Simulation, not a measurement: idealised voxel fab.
This is a process module. Its name is voxel capacitor over wiring.
It is cross-section cut that appears here, measuring 240 nm in width, its square cells being 5 nm in size.
When this document writes out a cross-section, it uses a grid of square cells and lists it as bands, beginning at the top and moving down, with a band standing for one or more rows of cells. Within each band entry, the heights of the top and of the bottom of the band appear first, in that order and in nm; the materials of the band then follow from left to right, each with its corresponding width in nm. The designation "throughout" on a single material indicates that it fills the band from edge to edge; the designation "air" indicates empty space. Heights are measured from 0, the level below which the as-received wafer is all one material; the lowest band has no bottom and continues downward, written as in "0..down". Width "30 to 40": first value at the band's top row of cells, second value at its bottom row, equal change from row to row. Where a step carries "same as before", the cross-section came out of it unchanged, cell for cell. Entry "Sealed void inventory". Content: empty spaces with no open connection to the top, size 8 cells or greater. Each: width x height at distance. Distance: from left edge. Unit: nm. It should be noted that, on the line of a given step, the content following the step's settings is a remark produced by the simulator itself with respect to that step. overlay nm: right-of-plan distance of the mask on a masked step; negative values mean left-of-plan. What follows is a series of pairs. Each pair shows a cross-section before one process step and the cross-section after it, and the after view is drawn only down to the lowest band that changed. Beneath each pair is the step that lies between the two, with its settings. Pairs may come from different runs of this module on the same starting wafer, so a pair continues from the one above it only where its entry headed "Pre-step view" says so.
Pre-step view:
- 100..85 = 85 resist | 15 air | 140 resist
- 85..70 = 85 SiO2 | 15 air | 140 SiO2
- 70..60 = 75 to 70 SiO2 | 65 to 75 TiN | 100 to 95 SiO2
- 60..55 = SiN throughout
- 55..40 = 75 lowk | 5 TiN | 5 Ru | 5 TiN | 150 lowk
- 40..35 = 75 SiCN | 15 TiN | 150 SiCN
- 35..30 = 65 SiCN | 30 Ru | 50 SiCN | 30 Ru | 65 SiCN
- 30..15 = 70 SiO2 | 5 TiN | 10 W | 5 TiN | 60 SiO2 | 5 TiN | 10 W | 5 TiN | 70 SiO2
- 15..10 = 70 SiCN | 20 TiN | 60 SiCN | 20 TiN | 70 SiCN
- 10..0 = SiO2 throughout
- 0..down = Si throughout
- Sealed void inventory: none
Sectional Result:
- 85..70 = 85 SiO2 | 15 air | 140 SiO2
- Below 70, the layers are the same as they were.
- Sealed void inventory: none
Between the two cross-sections shown above, the process step is STRIP [etch materials resist]
Pre-step view: The initial state for this step is given by the after cross-section of the immediately preceding pair.
Sectional Result:
- 90..85 = 90 TiN | 5 air | 145 TiN
- 85..75 = 85 SiO2 | 5 TiN | 5 air | 5 TiN | 140 SiO2
- 75..65 = 85 to 75 SiO2 | 15 to 65 TiN | 140 to 100 SiO2
- Below 65, the layers are the same as they were.
- Sealed void inventory: none
Between the two cross-sections shown above, the process step is CONFORMAL_DEP [material TiN] [thk nm 5]
Pre-step view: The initial state for this step is given by the after cross-section of the immediately preceding pair.
Sectional Result:
- 100..90 = Cu throughout
- 90..85 = 90 TiN | 5 Cu | 145 TiN
- 85..75 = 85 SiO2 | 5 TiN | 5 Cu | 5 TiN | 140 SiO2
- Below 75, the layers are the same as they were.
- Sealed void inventory: none
Between the two cross-sections shown above, the process step is FILL_DEP [material Cu] [thk nm 10]
Pre-step view: The initial state for this step is given by the after cross-section of the immediately preceding pair.
Sectional Result:
- 85..75 = 85 SiO2 | 5 TiN | 5 Cu | 5 TiN | 140 SiO2
- Below 75, the layers are the same as they were.
- Sealed void inventory: none
Between the two cross-sections shown above, the process step is CMP [height nm 85]
Pre-step view: The initial state for this step is given by the after cross-section of the immediately preceding pair.
Sectional Result:
- 90..85 = SiCN throughout
- Below 85, the layers are the same as they were.
- Sealed void inventory: none
Between the two cross-sections shown above, the process step is CONFORMAL_DEP [material SiCN] [thk nm 5]
Pre-step view:
- 10..0 = SiO2 throughout
- 0..down = Si throughout
- Sealed void inventory: none
Sectional Result:
- 25..10 = SiCN throughout
- Below 10, the layers are the same as they were.
- Sealed void inventory: none
Between the two cross-sections shown above, the process step is CONFORMAL_DEP [material SiCN] [thk nm 15]
Pre-step view: The initial state for this step is given by the after cross-section of the immediately preceding pair.
Sectional Result:
- 40..25 = SiO2 throughout
- Below 25, the layers are the same as they were.
- Sealed void inventory: none
Between the two cross-sections shown above, the process step is DIRECTIONAL_DEP [material SiO2] [thk nm 15]
Pre-step view: The initial state for this step is given by the after cross-section of the immediately preceding pair.
Sectional Result:
- 50..40 = aC throughout
- Below 40, the layers are the same as they were.
- Sealed void inventory: none
Between the two cross-sections shown above, the process step is DIRECTIONAL_DEP [material aC] [thk nm 10]
Pre-step view: The initial state for this step is given by the after cross-section of the immediately preceding pair.
Sectional Result:
- 80..50 = 70 resist | 20 air | 60 resist | 20 air | 70 resist
- Below 50, the layers are the same as they were.
- Sealed void inventory: none
Between the two cross-sections shown above, the process step is PATTERN [tone open] [mask id METAL_1] [material resist] [width nm 20] [pitch nm 80] [thk nm 30] [overlay nm 0]
Pre-step view: The initial state for this step is given by the after cross-section of the immediately preceding pair.
Sectional Result:
- 70..50 = 70 resist | 20 air | 60 resist | 20 air | 70 resist
- 50..40 = 70 aC | 20 air | 60 aC | 20 air | 70 aC
- Below 40, the layers are the same as they were.
- Sealed void inventory: none
Between the two cross-sections shown above, the process step is DIRECTIONAL_ETCH [etch materials aC] [depth nm 10]
Pre-step view: The initial state for this step is given by the after cross-section of the immediately preceding pair.
Sectional Result:
- 50..40 = 70 aC | 20 air | 60 aC | 20 air | 70 aC
- Below 40, the layers are the same as they were.
- Sealed void inventory: none
Between the two cross-sections shown above, the process step is STRIP [etch materials resist]
Pre-step view: The initial state for this step is given by the after cross-section of the immediately preceding pair.
Sectional Result:
- 50..40 = 70 aC | 20 air | 60 aC | 20 air | 70 aC
- 40..25 = 70 SiO2 | 20 air | 60 SiO2 | 20 air | 70 SiO2
- Below 25, the layers are the same as they were.
- Sealed void inventory: none
Between the two cross-sections shown above, the process step is DIRECTIONAL_ETCH [etch materials SiO2] [depth nm 15]
Pre-step view: The initial state for this step is given by the after cross-section of the immediately preceding pair.
Sectional Result:
- 50..40 = 70 aC | 20 air | 60 aC | 20 air | 70 aC
- 40..25 = 70 SiO2 | 20 air | 60 SiO2 | 20 air | 70 SiO2
- 25..20 = 70 SiCN | 20 air | 60 SiCN | 20 air | 70 SiCN
- Below 20, the layers are the same as they were.
- Sealed void inventory: none
Between the two cross-sections shown above, the process step is DIRECTIONAL_ETCH [etch materials SiCN] [depth nm 5]
Pre-step view: The initial state for this step is given by the after cross-section of the immediately preceding pair.
Sectional Result:
- 40..25 = 70 SiO2 | 20 air | 60 SiO2 | 20 air | 70 SiO2
- Below 25, the layers are the same as they were.
- Sealed void inventory: none
Between the two cross-sections shown above, the process step is STRIP [etch materials aC]
Pre-step view: The initial state for this step is given by the after cross-section of the immediately preceding pair.
Sectional Result:
- 45..40 = 75 TiN | 10 air | 70 TiN | 10 air | 75 TiN
- 40..25 = 70 SiO2 | 5 TiN | 10 air | 5 TiN | 60 SiO2 | 5 TiN | 10 air | 5 TiN | 70 SiO2
- 25..20 = 70 SiCN | 20 TiN | 60 SiCN | 20 TiN | 70 SiCN
- Below 20, the layers are the same as they were.
- Sealed void inventory: none
Between the two cross-sections shown above, the process step is CONFORMAL_DEP [material TiN] [thk nm 5]
Pre-step view: The initial state for this step is given by the after cross-section of the immediately preceding pair.
Sectional Result:
- 55..45 = W throughout
- 45..40 = 75 TiN | 10 W | 70 TiN | 10 W | 75 TiN
- 40..25 = 70 SiO2 | 5 TiN | 10 W | 5 TiN | 60 SiO2 | 5 TiN | 10 W | 5 TiN | 70 SiO2
- Below 25, the layers are the same as they were.
- Sealed void inventory: none
Between the two cross-sections shown above, the process step is FILL_DEP [material W] [thk nm 10]
Pre-step view: The initial state for this step is given by the after cross-section of the immediately preceding pair.
Sectional Result:
- 30..25 = 70 SiO2 | 5 TiN | 10 W | 5 TiN | 60 SiO2 | 5 TiN | 10 W | 5 TiN | 70 SiO2
- Below 25, the layers are the same as they were.
- Sealed void inventory: none
Between the two cross-sections shown above, the process step is CMP [height nm 30]
Pre-step view: The initial state for this step is given by the after cross-section of the immediately preceding pair.
Sectional Result:
- 35..30 = 65 air | 30 Ru | 50 air | 30 Ru | 65 air
- Below 30, the layers are the same as they were.
- Sealed void inventory: none
Between the two cross-sections shown above, the process step is EPI [material Ru] [thk nm 5]
Pre-step view: The initial state for this step is given by the after cross-section of the immediately preceding pair.
Sectional Result:
- 40..35 = SiCN throughout
- 35..30 = 65 SiCN | 30 Ru | 50 SiCN | 30 Ru | 65 SiCN
- Below 30, the layers are the same as they were.
- Sealed void inventory: none
Between the two cross-sections shown above, the process step is FILL_DEP [material SiCN] [thk nm 5]
Pre-step view: The initial state for this step is given by the after cross-section of the immediately preceding pair.
Sectional Result:
- 55..40 = lowk throughout
- Below 40, the layers are the same as they were.
- Sealed void inventory: none
Between the two cross-sections shown above, the process step is DIRECTIONAL_DEP [material lowk] [thk nm 15]
Pre-step view: The initial state for this step is given by the after cross-section of the immediately preceding pair.
Sectional Result:
- 55..40 = 75 lowk | 15 air | 150 lowk
- Below 40, the layers are the same as they were.
- Sealed void inventory: none
Between the two cross-sections shown above, the process step is MASKED_ETCH [tone open] [mask id PLUG_1] [width nm 15] [etch materials lowk] [depth nm 15] [overlay nm 0]
Pre-step view: The initial state for this step is given by the after cross-section of the immediately preceding pair.
Sectional Result:
- 55..40 = 75 lowk | 15 air | 150 lowk
- 40..35 = 75 SiCN | 15 air | 150 SiCN
- Below 35, the layers are the same as they were.
- Sealed void inventory: none
Between the two cross-sections shown above, the process step is MASKED_ETCH [tone open] [mask id PLUG_1] [width nm 15] [etch materials SiCN] [depth nm 5] [overlay nm 0]
Pre-step view: The initial state for this step is given by the after cross-section of the immediately preceding pair.
Sectional Result:
- 60..55 = 80 TiN | 5 air | 155 TiN
- 55..40 = 75 lowk | 5 TiN | 5 air | 5 TiN | 150 lowk
- 40..35 = 75 SiCN | 15 TiN | 150 SiCN
- Below 35, the layers are the same as they were.
- Sealed void inventory: none
Between the two cross-sections shown above, the process step is CONFORMAL_DEP [material TiN] [thk nm 5]
Pre-step view: The initial state for this step is given by the after cross-section of the immediately preceding pair.
Sectional Result:
- 65..60 = Ru throughout
- 60..55 = 80 TiN | 5 Ru | 155 TiN
- 55..40 = 75 lowk | 5 TiN | 5 Ru | 5 TiN | 150 lowk
- Below 40, the layers are the same as they were.
- Sealed void inventory: none
Between the two cross-sections shown above, the process step is FILL_DEP [material Ru] [thk nm 5]
Pre-step view: The initial state for this step is given by the after cross-section of the immediately preceding pair.
Sectional Result:
- 55..40 = 75 lowk | 5 TiN | 5 Ru | 5 TiN | 150 lowk
- Below 40, the layers are the same as they were.
- Sealed void inventory: none
Between the two cross-sections shown above, the process step is CMP [height nm 55]
Pre-step view: The initial state for this step is given by the after cross-section of the immediately preceding pair.
Sectional Result:
- 60..55 = TiN throughout
- Below 55, the layers are the same as they were.
- Sealed void inventory: none
Between the two cross-sections shown above, the process step is DIRECTIONAL_DEP [material TiN] [thk nm 5]
Pre-step view: The initial state for this step is given by the after cross-section of the immediately preceding pair.
Sectional Result:
- 65..60 = SiN throughout
- Below 60, the layers are the same as they were.
- Sealed void inventory: none
Between the two cross-sections shown above, the process step is DIRECTIONAL_DEP [material SiN] [thk nm 5]
Pre-step view: The initial state for this step is given by the after cross-section of the immediately preceding pair.
Sectional Result:
- 70..65 = TiN throughout
- Below 65, the layers are the same as they were.
- Sealed void inventory: none
Between the two cross-sections shown above, the process step is DIRECTIONAL_DEP [material TiN] [thk nm 5]
Pre-step view: The initial state for this step is given by the after cross-section of the immediately preceding pair.
Sectional Result:
- 70..65 = 75 air | 65 TiN | 100 air
- Below 65, the layers are the same as they were.
- Sealed void inventory: none
Between the two cross-sections shown above, the process step is MASKED_ETCH [tone cover] [mask id UPPER_PLATE] [width nm 65] [etch materials TiN] [depth nm 5] [overlay nm 0]
Pre-step view: The initial state for this step is given by the after cross-section of the immediately preceding pair.
Sectional Result:
- 70..65 = 75 air | 65 TiN | 100 air
- 65..60 = 75 air | 65 SiN | 100 air
- Below 60, the layers are the same as they were.
- Sealed void inventory: none
Between the two cross-sections shown above, the process step is MASKED_ETCH [tone cover] [mask id UPPER_PLATE] [width nm 65] [etch materials SiN] [depth nm 5] [overlay nm 0]
Pre-step view: The initial state for this step is given by the after cross-section of the immediately preceding pair.
Sectional Result:
- 85..75 = 75 air | 65 aC | 100 air
- 75..70 = aC throughout
- 70..65 = 75 aC | 65 TiN | 100 aC
- 65..60 = 75 aC | 65 SiN | 100 aC
- Below 60, the layers are the same as they were.
- Sealed void inventory: none
Between the two cross-sections shown above, the process step is DIRECTIONAL_DEP [material aC] [thk nm 15]
Pre-step view: The initial state for this step is given by the after cross-section of the immediately preceding pair.
Sectional Result:
- 115..85 = 70 air | 75 resist | 95 air
- 85..75 = 70 air | 5 resist | 65 aC | 5 resist | 95 air
- Below 75, the layers are the same as they were.
- Sealed void inventory: none
Between the two cross-sections shown above, the process step is PATTERN [tone cover] [mask id LOWER_PLATE] [material resist] [width nm 75] [thk nm 30] [overlay nm 0]
Pre-step view: The initial state for this step is given by the after cross-section of the immediately preceding pair.
Sectional Result:
- 100..85 = 70 air | 75 resist | 95 air
- 85..75 = 70 air | 5 resist | 65 aC | 5 resist | 95 air
- 75..70 = 70 air | 75 aC | 95 air
- 70..65 = 70 air | 5 aC | 65 TiN | 5 aC | 95 air
- 65..60 = 70 air | 5 aC | 65 SiN | 5 aC | 95 air
- Below 60, the layers are the same as they were.
- Sealed void inventory: none
Between the two cross-sections shown above, the process step is DIRECTIONAL_ETCH [etch materials aC] [depth nm 15]
Pre-step view: The initial state for this step is given by the after cross-section of the immediately preceding pair.
Sectional Result:
- 85..75 = 75 air | 65 aC | 100 air
- Below 75, the layers are the same as they were.
- Sealed void inventory: none
Between the two cross-sections shown above, the process step is STRIP [etch materials resist]
Pre-step view: The initial state for this step is given by the after cross-section of the immediately preceding pair.
Sectional Result:
- 85..75 = 75 air | 65 aC | 100 air
- 75..70 = 70 air | 75 aC | 95 air
- 70..65 = 70 air | 5 aC | 65 TiN | 5 aC | 95 air
- 65..60 = 70 air | 5 aC | 65 SiN | 5 aC | 95 air
- 60..55 = 70 air | 75 TiN | 95 air
- Below 55, the layers are the same as they were.
- Sealed void inventory: none
Between the two cross-sections shown above, the process step is DIRECTIONAL_ETCH [etch materials TiN] [depth nm 5]
Pre-step view: The initial state for this step is given by the after cross-section of the immediately preceding pair.
Sectional Result:
- 70..65 = 75 air | 65 TiN | 100 air
- 65..60 = 75 air | 65 SiN | 100 air
- Below 60, the layers are the same as they were.
- Sealed void inventory: none
Between the two cross-sections shown above, the process step is STRIP [etch materials aC]
Pre-step view: The initial state for this step is given by the after cross-section of the immediately preceding pair.
Sectional Result:
- 90..70 = SiO2 throughout
- 70..65 = 75 SiO2 | 65 TiN | 100 SiO2
- 65..60 = 75 SiO2 | 65 SiN | 100 SiO2
- 60..55 = 70 SiO2 | 75 TiN | 95 SiO2
- Below 55, the layers are the same as they were.
- Sealed void inventory: none
Between the two cross-sections shown above, the process step is FILL_DEP [material SiO2] [thk nm 20]
Pre-step view: The initial state for this step is given by the after cross-section of the immediately preceding pair.
Sectional Result:
- 85..70 = SiO2 throughout
- Below 70, the layers are the same as they were.
- Sealed void inventory: none
Between the two cross-sections shown above, the process step is CMP [height nm 85]
Pre-step view: The initial state for this step is given by the after cross-section of the immediately preceding pair.
Sectional Result:
- 100..85 = 85 resist | 15 air | 140 resist
- Below 85, the layers are the same as they were.
- Sealed void inventory: none
Between the two cross-sections shown above, the process step is PATTERN [tone open] [mask id PLUG_2] [material resist] [width nm 15] [thk nm 15] [overlay nm 0]
Pre-step view: The initial state for this step is given by the after cross-section of the immediately preceding pair.
Sectional Result:
- 100..85 = 85 resist | 15 air | 140 resist
- 85..70 = 85 SiO2 | 15 air | 140 SiO2
- Below 70, the layers are the same as they were.
- Sealed void inventory: none
Between the two cross-sections shown above, the process step is DIRECTIONAL_ETCH [etch materials SiO2] [depth nm 15]
Pre-step view: The initial state for this step is given by the after cross-section of the immediately preceding pair.
Sectional Result:
- 85..70 = 85 SiO2 | 15 air | 140 SiO2
- Below 70, the layers are the same as they were.
- Sealed void inventory: none
Between the two cross-sections shown above, the process step is STRIP [etch materials resist]
Pre-step view: The initial state for this step is given by the after cross-section of the immediately preceding pair.
Sectional Result:
- 90..85 = 90 TiN | 5 air | 145 TiN
- 85..75 = 85 SiO2 | 5 TiN | 5 air | 5 TiN | 140 SiO2
- 75..65 = 85 to 75 SiO2 | 15 to 65 TiN | 140 to 100 SiO2
- Below 65, the layers are the same as they were.
- Sealed void inventory: none
Between the two cross-sections shown above, the process step is CONFORMAL_DEP [material TiN] [thk nm 5]
Pre-step view: The initial state for this step is given by the after cross-section of the immediately preceding pair.
Sectional Result:
- 100..90 = Cu throughout
- 90..85 = 90 TiN | 5 Cu | 145 TiN
- 85..75 = 85 SiO2 | 5 TiN | 5 Cu | 5 TiN | 140 SiO2
- Below 75, the layers are the same as they were.
- Sealed void inventory: none
Between the two cross-sections shown above, the process step is FILL_DEP [material Cu] [thk nm 10]
Pre-step view: The initial state for this step is given by the after cross-section of the immediately preceding pair.
Sectional Result:
- 85..75 = 85 SiO2 | 5 TiN | 5 Cu | 5 TiN | 140 SiO2
- Below 75, the layers are the same as they were.
- Sealed void inventory: none
Between the two cross-sections shown above, the process step is CMP [height nm 85]
Pre-step view: The initial state for this step is given by the after cross-section of the immediately preceding pair.
Sectional Result:
- 90..85 = SiCN throughout
- Below 85, the layers are the same as they were.
- Sealed void inventory: none
Between the two cross-sections shown above, the process step is CONFORMAL_DEP [material SiCN] [thk nm 5]
Pre-step view:
- 85..75 = 75 air | 65 aC | 100 air
- 75..70 = aC throughout
- 70..65 = 75 aC | 65 TiN | 100 aC
- 65..60 = 75 aC | 65 SiN | 100 aC
- 60..55 = TiN throughout
- 55..40 = 75 lowk | 5 TiN | 5 Ru | 5 TiN | 150 lowk
- 40..35 = 75 SiCN | 15 TiN | 150 SiCN
- 35..30 = 65 SiCN | 30 Ru | 50 SiCN | 30 Ru | 65 SiCN
- 30..15 = 70 SiO2 | 5 TiN | 10 W | 5 TiN | 60 SiO2 | 5 TiN | 10 W | 5 TiN | 70 SiO2
- 15..10 = 70 SiCN | 20 TiN | 60 SiCN | 20 TiN | 70 SiCN
- 10..0 = SiO2 throughout
- 0..down = Si throughout
- Sealed void inventory: none
Sectional Result:
- 115..85 = 75 air | 70 resist | 95 air
- 85..75 = 75 air | 65 aC | 5 resist | 95 air
- Below 75, the layers are the same as they were.
- Sealed void inventory: none
Between the two cross-sections shown above, the process step is PATTERN [tone cover] [mask id LOWER_PLATE] [material resist] [width nm 70] [thk nm 30] [overlay nm 0]
Pre-step view: The initial state for this step is given by the after cross-section of the immediately preceding pair.
Sectional Result:
- 100..85 = 75 air | 70 resist | 95 air
- 85..75 = 75 air | 65 aC | 5 resist | 95 air
- 75..70 = 75 air | 70 aC | 95 air
- 70..65 = 75 air | 65 TiN | 5 aC | 95 air
- 65..60 = 75 air | 65 SiN | 5 aC | 95 air
- Below 60, the layers are the same as they were.
- Sealed void inventory: none
Between the two cross-sections shown above, the process step is DIRECTIONAL_ETCH [etch materials aC] [depth nm 15]
Pre-step view: The initial state for this step is given by the after cross-section of the immediately preceding pair.
Sectional Result:
- 85..75 = 75 air | 65 aC | 100 air
- Below 75, the layers are the same as they were.
- Sealed void inventory: none
Between the two cross-sections shown above, the process step is STRIP [etch materials resist]
Pre-step view: The initial state for this step is given by the after cross-section of the immediately preceding pair.
Sectional Result:
- 85..75 = 75 air | 65 aC | 100 air
- 75..70 = 75 air | 70 aC | 95 air
- 70..65 = 75 air | 65 TiN | 5 aC | 95 air
- 65..60 = 75 air | 65 SiN | 5 aC | 95 air
- 60..55 = 75 air | 70 TiN | 95 air
- Below 55, the layers are the same as they were.
- Sealed void inventory: none
Between the two cross-sections shown above, the process step is DIRECTIONAL_ETCH [etch materials TiN] [depth nm 5]
Pre-step view: The initial state for this step is given by the after cross-section of the immediately preceding pair.
Sectional Result:
- 70..65 = 75 air | 65 TiN | 100 air
- 65..60 = 75 air | 65 SiN | 100 air
- Below 60, the layers are the same as they were.
- Sealed void inventory: none
Between the two cross-sections shown above, the process step is STRIP [etch materials aC]
Pre-step view: The initial state for this step is given by the after cross-section of the immediately preceding pair.
Sectional Result:
- 90..70 = SiO2 throughout
- 70..65 = 75 SiO2 | 65 TiN | 100 SiO2
- 65..60 = 75 SiO2 | 65 SiN | 100 SiO2
- 60..55 = 75 SiO2 | 70 TiN | 95 SiO2
- Below 55, the layers are the same as they were.
- Sealed void inventory: none
Between the two cross-sections shown above, the process step is FILL_DEP [material SiO2] [thk nm 20]
Pre-step view: The initial state for this step is given by the after cross-section of the immediately preceding pair.
Sectional Result:
- 85..70 = SiO2 throughout
- Below 70, the layers are the same as they were.
- Sealed void inventory: none
Between the two cross-sections shown above, the process step is CMP [height nm 85]
Pre-step view: The initial state for this step is given by the after cross-section of the immediately preceding pair.
Sectional Result:
- 100..85 = 85 resist | 15 air | 140 resist
- Below 85, the layers are the same as they were.
- Sealed void inventory: none
Between the two cross-sections shown above, the process step is PATTERN [tone open] [mask id PLUG_2] [material resist] [width nm 15] [thk nm 15] [overlay nm 0]
Pre-step view: The initial state for this step is given by the after cross-section of the immediately preceding pair.
Sectional Result:
- 100..85 = 85 resist | 15 air | 140 resist
- 85..70 = 85 SiO2 | 15 air | 140 SiO2
- Below 70, the layers are the same as they were.
- Sealed void inventory: none
Between the two cross-sections shown above, the process step is DIRECTIONAL_ETCH [etch materials SiO2] [depth nm 15]
Pre-step view: The initial state for this step is given by the after cross-section of the immediately preceding pair.
Sectional Result:
- 85..70 = 85 SiO2 | 15 air | 140 SiO2
- Below 70, the layers are the same as they were.
- Sealed void inventory: none
Between the two cross-sections shown above, the process step is STRIP [etch materials resist]
Pre-step view: The initial state for this step is given by the after cross-section of the immediately preceding pair.
Sectional Result:
- 90..85 = 90 TiN | 5 air | 145 TiN
- 85..75 = 85 SiO2 | 5 TiN | 5 air | 5 TiN | 140 SiO2
- 75..65 = 85 to 75 SiO2 | 15 to 65 TiN | 140 to 100 SiO2
- Below 65, the layers are the same as they were.
- Sealed void inventory: none
Between the two cross-sections shown above, the process step is CONFORMAL_DEP [material TiN] [thk nm 5]
Pre-step view: The initial state for this step is given by the after cross-section of the immediately preceding pair.
Sectional Result:
- 100..90 = Cu throughout
- 90..85 = 90 TiN | 5 Cu | 145 TiN
- 85..75 = 85 SiO2 | 5 TiN | 5 Cu | 5 TiN | 140 SiO2
- Below 75, the layers are the same as they were.
- Sealed void inventory: none
Between the two cross-sections shown above, the process step is FILL_DEP [material Cu] [thk nm 10]
Pre-step view: The initial state for this step is given by the after cross-section of the immediately preceding pair.
Sectional Result:
- 85..75 = 85 SiO2 | 5 TiN | 5 Cu | 5 TiN | 140 SiO2
- Below 75, the layers are the same as they were.
- Sealed void inventory: none
Between the two cross-sections shown above, the process step is CMP [height nm 85]
Pre-step view: The initial state for this step is given by the after cross-section of the immediately preceding pair.
Sectional Result:
- 90..85 = SiCN throughout
- Below 85, the layers are the same as they were.
- Sealed void inventory: none
Between the two cross-sections shown above, the process step is CONFORMAL_DEP [material SiCN] [thk nm 5]
Pre-step view:
- 85..70 = SiO2 throughout
- 70..65 = 75 SiO2 | 65 TiN | 100 SiO2
- 65..60 = 75 SiO2 | 65 SiN | 100 SiO2
- 60..55 = 70 SiO2 | 75 TiN | 95 SiO2
- 55..40 = 75 lowk | 5 TiN | 5 Ru | 5 TiN | 150 lowk
- 40..35 = 75 SiCN | 15 TiN | 150 SiCN
- 35..30 = 65 SiCN | 30 Ru | 50 SiCN | 30 Ru | 65 SiCN
- 30..15 = 70 SiO2 | 5 TiN | 10 W | 5 TiN | 60 SiO2 | 5 TiN | 10 W | 5 TiN | 70 SiO2
- 15..10 = 70 SiCN | 20 TiN | 60 SiCN | 20 TiN | 70 SiCN
- 10..0 = SiO2 throughout
- 0..down = Si throughout
- Sealed void inventory: none
Sectional Result:
- 100..85 = 75 resist | 15 air | 150 resist
- Below 85, the layers are the same as they were.
- Sealed void inventory: none
Between the two cross-sections shown above, the process step is PATTERN [tone open] [mask id PLUG_2] [material resist] [width nm 15] [thk nm 15] [overlay nm -10]
Pre-step view: The initial state for this step is given by the after cross-section of the immediately preceding pair.
Sectional Result:
- 100..85 = 75 resist | 15 air | 150 resist
- 85..70 = 75 SiO2 | 15 air | 150 SiO2
- Below 70, the layers are the same as they were.
- Sealed void inventory: none
Between the two cross-sections shown above, the process step is DIRECTIONAL_ETCH [etch materials SiO2] [depth nm 15]
Pre-step view: The initial state for this step is given by the after cross-section of the immediately preceding pair.
Sectional Result:
- 85..70 = 75 SiO2 | 15 air | 150 SiO2
- Below 70, the layers are the same as they were.
- Sealed void inventory: none
Between the two cross-sections shown above, the process step is STRIP [etch materials resist]
Pre-step view: The initial state for this step is given by the after cross-section of the immediately preceding pair.
Sectional Result:
- 90..85 = 80 TiN | 5 air | 155 TiN
- 85..75 = 75 SiO2 | 5 TiN | 5 air | 5 TiN | 150 SiO2
- 75..65 = 75 SiO2 | 15 to 65 TiN | 150 to 100 SiO2
- Below 65, the layers are the same as they were.
- Sealed void inventory: none
Between the two cross-sections shown above, the process step is CONFORMAL_DEP [material TiN] [thk nm 5]
Pre-step view: The initial state for this step is given by the after cross-section of the immediately preceding pair.
Sectional Result:
- 100..90 = Cu throughout
- 90..85 = 80 TiN | 5 Cu | 155 TiN
- 85..75 = 75 SiO2 | 5 TiN | 5 Cu | 5 TiN | 150 SiO2
- Below 75, the layers are the same as they were.
- Sealed void inventory: none
Between the two cross-sections shown above, the process step is FILL_DEP [material Cu] [thk nm 10]
Pre-step view: The initial state for this step is given by the after cross-section of the immediately preceding pair.
Sectional Result:
- 85..75 = 75 SiO2 | 5 TiN | 5 Cu | 5 TiN | 150 SiO2
- Below 75, the layers are the same as they were.
- Sealed void inventory: none
Between the two cross-sections shown above, the process step is CMP [height nm 85]
Pre-step view: The initial state for this step is given by the after cross-section of the immediately preceding pair.
Sectional Result:
- 90..85 = SiCN throughout
- Below 85, the layers are the same as they were.
- Sealed void inventory: none
Between the two cross-sections shown above, the process step is CONFORMAL_DEP [material SiCN] [thk nm 5]
Pre-step view:
- 0..down = Si throughout
- Sealed void inventory: none
Sectional Result:
- 10..0 = lowk throughout
- Below 0, the layers are the same as they were.
- Sealed void inventory: none
Between the two cross-sections shown above, the process step is CONFORMAL_DEP [material lowk] [thk nm 10]
Pre-step view: The initial state for this step is given by the after cross-section of the immediately preceding pair.
Sectional Result:
- 15..10 = SiCN throughout
- Below 10, the layers are the same as they were.
- Sealed void inventory: none
Between the two cross-sections shown above, the process step is CONFORMAL_DEP [material SiCN] [thk nm 5]
Pre-step view: The initial state for this step is given by the after cross-section of the immediately preceding pair.
Sectional Result:
- 30..15 = SiO2 throughout
- Below 15, the layers are the same as they were.
- Sealed void inventory: none
Between the two cross-sections shown above, the process step is DIRECTIONAL_DEP [material SiO2] [thk nm 15]
Pre-step view: The initial state for this step is given by the after cross-section of the immediately preceding pair.
Sectional Result:
- 40..30 = aC throughout
- Below 30, the layers are the same as they were.
- Sealed void inventory: none
Between the two cross-sections shown above, the process step is DIRECTIONAL_DEP [material aC] [thk nm 10]
Pre-step view: The initial state for this step is given by the after cross-section of the immediately preceding pair.
Sectional Result:
- 70..40 = 70 resist | 20 air | 60 resist | 20 air | 70 resist
- Below 40, the layers are the same as they were.
- Sealed void inventory: none
Between the two cross-sections shown above, the process step is PATTERN [tone open] [mask id METAL_1] [material resist] [width nm 20] [pitch nm 80] [thk nm 30] [overlay nm 0]
Pre-step view: The initial state for this step is given by the after cross-section of the immediately preceding pair.
Sectional Result:
- 60..40 = 70 resist | 20 air | 60 resist | 20 air | 70 resist
- 40..30 = 70 aC | 20 air | 60 aC | 20 air | 70 aC
- Below 30, the layers are the same as they were.
- Sealed void inventory: none
Between the two cross-sections shown above, the process step is DIRECTIONAL_ETCH [etch materials aC] [depth nm 10]
Pre-step view: The initial state for this step is given by the after cross-section of the immediately preceding pair.
Sectional Result:
- 40..30 = 70 aC | 20 air | 60 aC | 20 air | 70 aC
- Below 30, the layers are the same as they were.
- Sealed void inventory: none
Between the two cross-sections shown above, the process step is STRIP [etch materials resist]
Pre-step view: The initial state for this step is given by the after cross-section of the immediately preceding pair.
Sectional Result:
- 40..30 = 70 aC | 20 air | 60 aC | 20 air | 70 aC
- 30..15 = 70 SiO2 | 20 air | 60 SiO2 | 20 air | 70 SiO2
- Below 15, the layers are the same as they were.
- Sealed void inventory: none
Between the two cross-sections shown above, the process step is DIRECTIONAL_ETCH [etch materials SiO2] [depth nm 15]
Pre-step view: The initial state for this step is given by the after cross-section of the immediately preceding pair.
Sectional Result:
- 40..30 = 70 aC | 20 air | 60 aC | 20 air | 70 aC
- 30..15 = 70 SiO2 | 20 air | 60 SiO2 | 20 air | 70 SiO2
- 15..10 = 70 SiCN | 20 air | 60 SiCN | 20 air | 70 SiCN
- Below 10, the layers are the same as they were.
- Sealed void inventory: none
Between the two cross-sections shown above, the process step is DIRECTIONAL_ETCH [etch materials SiCN] [depth nm 5]
Pre-step view: The initial state for this step is given by the after cross-section of the immediately preceding pair.
Sectional Result:
- 30..15 = 70 SiO2 | 20 air | 60 SiO2 | 20 air | 70 SiO2
- Below 15, the layers are the same as they were.
- Sealed void inventory: none
Between the two cross-sections shown above, the process step is STRIP [etch materials aC]
Pre-step view: The initial state for this step is given by the after cross-section of the immediately preceding pair.
Sectional Result:
- 35..30 = 75 TiN | 10 air | 70 TiN | 10 air | 75 TiN
- 30..15 = 70 SiO2 | 5 TiN | 10 air | 5 TiN | 60 SiO2 | 5 TiN | 10 air | 5 TiN | 70 SiO2
- 15..10 = 70 SiCN | 20 TiN | 60 SiCN | 20 TiN | 70 SiCN
- Below 10, the layers are the same as they were.
- Sealed void inventory: none
Between the two cross-sections shown above, the process step is CONFORMAL_DEP [material TiN] [thk nm 5]
